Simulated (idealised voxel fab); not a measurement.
Name of the process module below: voxel capacitor over wiring
FYI the section here is cut, 210 nm wide, cells are 5 nm squares.
Cross-section, as written here: a square-cell grid given band by band from the top down, where a band holds one or more rows of cells.
Top, bottom (nm), then materials left to right with widths (nm); lone material tagged "full width" fills the whole band edge to edge; "air" = empty space.
A quick word on heights: they are counted from 0, and under that level the wafer as it came to us is one material throughout. The lowest band is different from the rest in having no bottom; it simply continues downward, written as in "0 down".
Width spec "30 to 40" -> top row of cells at first value, bottom row at second value, equal per-row change in between.
The designation "changes: none", where it is given for a processing step, indicates that no cell of the cross-section was altered in the course of that step.
In "Closed void inventory" the enclosed voids are listed, meaning empty spaces of 8 cells or larger without any opening to the top. The form is width x height at distance, distance from the left edge, units nm.
The remark found on a step's line after its settings is issued by the simulator itself and pertains to that step.
Each step line may optionally specify "overlay nm", which for a step with a mask gives the rightward distance between the mask's planned place and where it lay, a negative value indicating the leftward direction.
# Steps planned for the process
1) RECEIVE [material Si]
2) CONFORMAL_DEP [material SiO2] [thk nm 10]
3) CONFORMAL_DEP [material SiCN] [thk nm 5]
4) DIRECTIONAL_DEP [material lowk] [thk nm 15]
5) MASKED_ETCH [tone open] [mask id METAL_1] [width nm 30] [pitch nm 95] [etch materials lowk] [depth nm 15] [overlay nm 0]
6) MASKED_ETCH [tone open] [mask id METAL_1] [width nm 30] [pitch nm 95] [etch materials SiCN] [depth nm 5] [overlay nm 0]
7) CONFORMAL_DEP [material TiN] [thk nm 5]
8) FILL_DEP [material Ru] [thk nm 5]
9) CMP [height nm 30]
10) CONFORMAL_DEP [material SiCN] [thk nm 5]
11) DIRECTIONAL_DEP [material lowk] [thk nm 15]
12) PATTERN [tone open] [mask id PLUG_1] [material resist] [width nm 15] [thk nm 15] [overlay nm 0]
13) DIRECTIONAL_ETCH [etch materials lowk] [depth nm 15]
14) DIRECTIONAL_ETCH [etch materials SiCN] [depth nm 5]
15) STRIP [etch materials resist]
16) CONFORMAL_DEP [material TiN] [thk nm 5]
17) FILL_DEP [material Ru] [thk nm 10]
18) CMP [height nm 50]
19) DIRECTIONAL_DEP [material TiN] [thk nm 5]
20) DIRECTIONAL_DEP [material Al2O3] [thk nm 5]
21) DIRECTIONAL_DEP [material TiN] [thk nm 5]
22) PATTERN [tone cover] [mask id UPPER_PLATE] [material resist] [width nm 70] [thk nm 20] [overlay nm -15]
23) DIRECTIONAL_ETCH [etch materials TiN] [depth nm 5]
24) DIRECTIONAL_ETCH [etch materials Al2O3] [depth nm 5]
25) STRIP [etch materials resist]
26) MASKED_ETCH [tone cover] [mask id LOWER_PLATE] [width nm 80] [etch materials TiN] [depth nm 5] [overlay nm 0]
27) FILL_DEP [material SiO2] [thk nm 15]
28) CMP [height nm 75]
29) MASKED_ETCH [tone open] [mask id PLUG_2] [width nm 15] [etch materials SiO2] [depth nm 10] [overlay nm 0]
30) CONFORMAL_DEP [material TiN] [thk nm 5]
31) FILL_DEP [material W] [thk nm 10]
32) CMP [height nm 75]
33) CONFORMAL_DEP [material SiCN] [thk nm 5]
The wafers in this document start out alike and differ in the overlay nm applied at step 22; the plan shows the value used for the first wafer.
# Here's the first of the wafers in cross-section, just as we got it, i.e. after step 1
> 0 down = Si full width
> Closed void inventory: none
# The first of several wafers, seen in cross-section after the module's last step, step 33
> 80 to 75 = SiCN full width
> 75 to 70 = SiO2=65 / TiN=5 / W=5 / TiN=5 / SiO2=130
> 70 to 60 = SiO2=65 to 50 / TiN=15 to 60 / SiO2=130 to 100
> 60 to 55 = SiO2=40 / Al2O3=70 / SiO2=100
> 55 to 50 = SiO2=40 / TiN=90 / SiO2=80
> 50 to 35 = lowk=55 / TiN=5 / Ru=5 / TiN=5 / lowk=140
> 35 to 30 = SiCN=55 / TiN=15 / SiCN=140
> 30 to 15 = lowk=40 / TiN=5 / Ru=20 / TiN=5 / lowk=65 / TiN=5 / Ru=20 / TiN=5 / lowk=45
> 15 to 10 = SiCN=40 / TiN=30 / SiCN=65 / TiN=30 / SiCN=45
> 10 to 0 = SiO2 full width
> 0 down = Si full width
> Closed void inventory: none
# Cross-section at module completion, last wafer
> 80 to 75 = SiCN full width
> 75 to 70 = SiO2=65 / TiN=5 / W=5 / TiN=5 / SiO2=130
> 70 to 60 = SiO2=65 to 70 / TiN=15 to 60 / SiO2=130 to 80
> 60 to 55 = SiO2=70 / Al2O3=70 / SiO2=70
> 55 to 50 = SiO2=50 / TiN=90 / SiO2=70
> 50 to 35 = lowk=55 / TiN=5 / Ru=5 / TiN=5 / lowk=140
> 35 to 30 = SiCN=55 / TiN=15 / SiCN=140
> 30 to 15 = lowk=40 / TiN=5 / Ru=20 / TiN=5 / lowk=65 / TiN=5 / Ru=20 / TiN=5 / lowk=45
> 15 to 10 = SiCN=40 / TiN=30 / SiCN=65 / TiN=30 / SiCN=45
> 10 to 0 = SiO2 full width
> 0 down = Si full width
> Closed void inventory: none
# Here is how to read the rows: every wafer has a row, and it shows the wafer at the end of the module, giving for each material how many cells were gained (+) or lost (-) since the wafer was received, then listing its closed voids
overlay nm -15; +14 Al2O3; +27 Ru; +111 SiCN; +244 SiO2; +68 TiN; +1 W; +207 lowk; Closed void inventory: none
overlay nm -10; +14 Al2O3; +27 Ru; +111 SiCN; +244 SiO2; +68 TiN; +1 W; +207 lowk; Closed void inventory: none
overlay nm -5; +14 Al2O3; +27 Ru; +111 SiCN; +244 SiO2; +68 TiN; +1 W; +207 lowk; Closed void inventory: none
overlay nm 0; +14 Al2O3; +27 Ru; +111 SiCN; +244 SiO2; +68 TiN; +1 W; +207 lowk; Closed void inventory: none
overlay nm 5; +14 Al2O3; +27 Ru; +111 SiCN; +244 SiO2; +68 TiN; +1 W; +207 lowk; Closed void inventory: none
overlay nm 10; +14 Al2O3; +27 Ru; +111 SiCN; +244 SiO2; +68 TiN; +1 W; +207 lowk; Closed void inventory: none
overlay nm 15; +14 Al2O3; +27 Ru; +111 SiCN; +244 SiO2; +68 TiN; +1 W; +207 lowk; Closed void inventory: none
